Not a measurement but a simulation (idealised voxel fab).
Process module, titled voxel ribs on slabs
Each square cell in cross-section cut measures 5 nm, and the section as a whole is 195 nm wide.
Bands, listed from the top down, are how a cross-section gets written in this document; the cross-section itself is a grid of square cells, and a band is one or more rows of them.
Heads up on the band format: heights come first, top then bottom, in nm. After that it's the materials left to right, each with its width in nm. A single material flagged "throughout" fills the whole band edge to edge, and "air" means there's empty space there.
For the purposes of this specification, 0 denotes the height below which the wafer in its as-received condition is composed wholly of one material, and the lowermost band, lacking a lower limit, extends downward without end, as expressed in "0 nm and below".
A two-number width, for instance "30->40", indicates that the width is equal to the first number in the top row of the band and to the second number in the bottom row, and that it changes by a constant amount per row of cells.
Step marked "no modification"? Then no cell in the cross-section changed in it.
Closed empty spaces (no open way to the top) of 8 cells or more are what "Fully enclosed voids" lists, each as width x height at distance from the left edge, nm for all three.
It should be noted that, on the line of a given step, the content following the step's settings is a remark produced by the simulator itself with respect to that step.
Each step line may optionally specify "overlay nm", which for a step with a mask gives the rightward distance between the mask's planned place and where it lay, a negative value indicating the leftward direction.

[Planned step list for the process]
1) RECEIVE [material Si]
2) DIRECTIONAL_DEP [material SiO2] [thk nm 25]
3) DIRECTIONAL_DEP [material SiN] [thk nm 20]
4) PATTERN [tone cover] [mask id RIB] [material resist] [width nm 25] [thk nm 15] [overlay nm 0]
5) DIRECTIONAL_ETCH [etch materials SiN] [depth nm 5]
6) STRIP [etch materials resist]
7) MASKED_ETCH [tone cover] [mask id SLAB] [width nm 85] [etch materials SiN] [depth nm 15] [overlay nm 0]
8) FILL_DEP [material SiO2] [thk nm 20]
9) CMP [height nm 60]
10) DIRECTIONAL_DEP [material W] [thk nm 10]
11) DIRECTIONAL_DEP [material aC] [thk nm 10]
12) PATTERN [tone cover] [mask id HEATER] [material resist] [width nm 35] [thk nm 30] [overlay nm 0]
13) DIRECTIONAL_ETCH [etch materials aC] [depth nm 10]
14) STRIP [etch materials resist]
15) DIRECTIONAL_ETCH [etch materials W] [depth nm 10]
16) STRIP [etch materials aC]
17) CONFORMAL_DEP [material SiO2] [thk nm 10]

[Concerning the first of two wafers, which was run in accordance with the plan]

[Wafer as received: cross-section following step 1]
	0 nm and below  Si throughout
	Fully enclosed voids: none

[Cross-section through the wafer, step 2 finished]
	25 nm to 0 nm  SiO2 throughout
	Rest of section, below 0: as before.

[Cross-section through the wafer, step 3 finished]
	45 nm to 25 nm  SiN throughout
	Rest of section, below 25: as before.

[Cross-section through the wafer, step 4 finished]
	60 nm to 45 nm  85 air / 25 resist / 85 air
	Rest of section, below 45: as before.

[Cross-section through the wafer, step 5 finished]
	60 nm to 45 nm  85 air / 25 resist / 85 air
	45 nm to 40 nm  85 air / 25 SiN / 85 air
	Rest of section, below 40: as before.

[Cross-section through the wafer, step 6 finished]
	45 nm to 40 nm  85 air / 25 SiN / 85 air
	Rest of section, below 40: as before.

[Cross-section through the wafer, step 7 finished]
	45 nm to 40 nm  85 air / 25 SiN / 85 air
	40 nm to 25 nm  55 air / 85 SiN / 55 air
	Rest of section, below 25: as before.

[Cross-section through the wafer, step 8 finished]
	65 nm to 45 nm  SiO2 throughout
	45 nm to 40 nm  85 SiO2 / 25 SiN / 85 SiO2
	40 nm to 25 nm  55 SiO2 / 85 SiN / 55 SiO2
	Rest of section, below 25: as before.

[Cross-section through the wafer, step 9 finished]
	60 nm to 45 nm  SiO2 throughout
	Rest of section, below 45: as before.

[Cross-section through the wafer, step 10 finished]
	70 nm to 60 nm  W throughout
	Rest of section, below 60: as before.

[Cross-section through the wafer, step 11 finished]
	80 nm to 70 nm  aC throughout
	Rest of section, below 70: as before.

[Cross-section through the wafer, step 12 finished]
	110 nm to 80 nm  80 air / 35 resist / 80 air
	Rest of section, below 80: as before.

[Cross-section through the wafer, step 13 finished]
	100 nm to 80 nm  80 air / 35 resist / 80 air
	80 nm to 70 nm  80 air / 35 aC / 80 air
	Rest of section, below 70: as before.

[Cross-section through the wafer, step 14 finished]
	80 nm to 70 nm  80 air / 35 aC / 80 air
	Rest of section, below 70: as before.

[Cross-section through the wafer, step 15 finished]
	80 nm to 70 nm  80 air / 35 aC / 80 air
	70 nm to 60 nm  80 air / 35 W / 80 air
	Rest of section, below 60: as before.

[Cross-section through the wafer, step 16 finished]
	70 nm to 60 nm  80 air / 35 W / 80 air
	Rest of section, below 60: as before.

[Cross-section through the wafer, step 17 finished]
	80 nm to 70 nm  70 air / 55 SiO2 / 70 air
	70 nm to 60 nm  80 SiO2 / 35 W / 80 SiO2
	Rest of section, below 60: as before.

[Now the other wafer: same start, same recipe, but we messed up one thing when running it. Up to and including step 6 it's the same as the first one]

[Second wafer: cross-section at the scheduled end of step 7]
	45 nm to 40 nm  85 air / 25 SiN / 85 air
	40 nm to 25 nm  65 air / 85 SiN / 45 air
	Rest of section, below 25: as before.

[Second wafer: cross-section at the scheduled end of step 8]
	65 nm to 45 nm  SiO2 throughout
	45 nm to 40 nm  85 SiO2 / 25 SiN / 85 SiO2
	40 nm to 25 nm  65 SiO2 / 85 SiN / 45 SiO2
	Rest of section, below 25: as before.

[Second wafer: cross-section at the scheduled end of step 9]
	60 nm to 45 nm  SiO2 throughout
	Rest of section, below 45: as before.

[Second wafer: cross-section at the scheduled end of step 10]
	70 nm to 60 nm  W throughout
	Rest of section, below 60: as before.

[Second wafer: cross-section at the scheduled end of step 11]
	80 nm to 70 nm  aC throughout
	Rest of section, below 70: as before.

[Second wafer: cross-section at the scheduled end of step 12]
	110 nm to 80 nm  80 air / 35 resist / 80 air
	Rest of section, below 80: as before.

[Second wafer: cross-section at the scheduled end of step 13]
	100 nm to 80 nm  80 air / 35 resist / 80 air
	80 nm to 70 nm  80 air / 35 aC / 80 air
	Rest of section, below 70: as before.

[Second wafer: cross-section at the scheduled end of step 14]
	80 nm to 70 nm  80 air / 35 aC / 80 air
	Rest of section, below 70: as before.

[Second wafer: cross-section at the scheduled end of step 15]
	80 nm to 70 nm  80 air / 35 aC / 80 air
	70 nm to 60 nm  80 air / 35 W / 80 air
	Rest of section, below 60: as before.

[Second wafer: cross-section at the scheduled end of step 16]
	70 nm to 60 nm  80 air / 35 W / 80 air
	Rest of section, below 60: as before.

[Second wafer: cross-section at the scheduled end of step 17]
	80 nm to 70 nm  70 air / 55 SiO2 / 70 air
	70 nm to 60 nm  80 SiO2 / 35 W / 80 SiO2
	Rest of section, below 60: as before.
So what did we get wrong on this run? step 7 ran with different settings than intended, the actual operation and settings being MASKED_ETCH [tone cover] [mask id SLAB] [width nm 85] [etch materials SiN] [depth nm 15] [overlay nm 10]
Tallied in cells, the final second wafer holds each material in the same quantity as the first, although not at the same places.
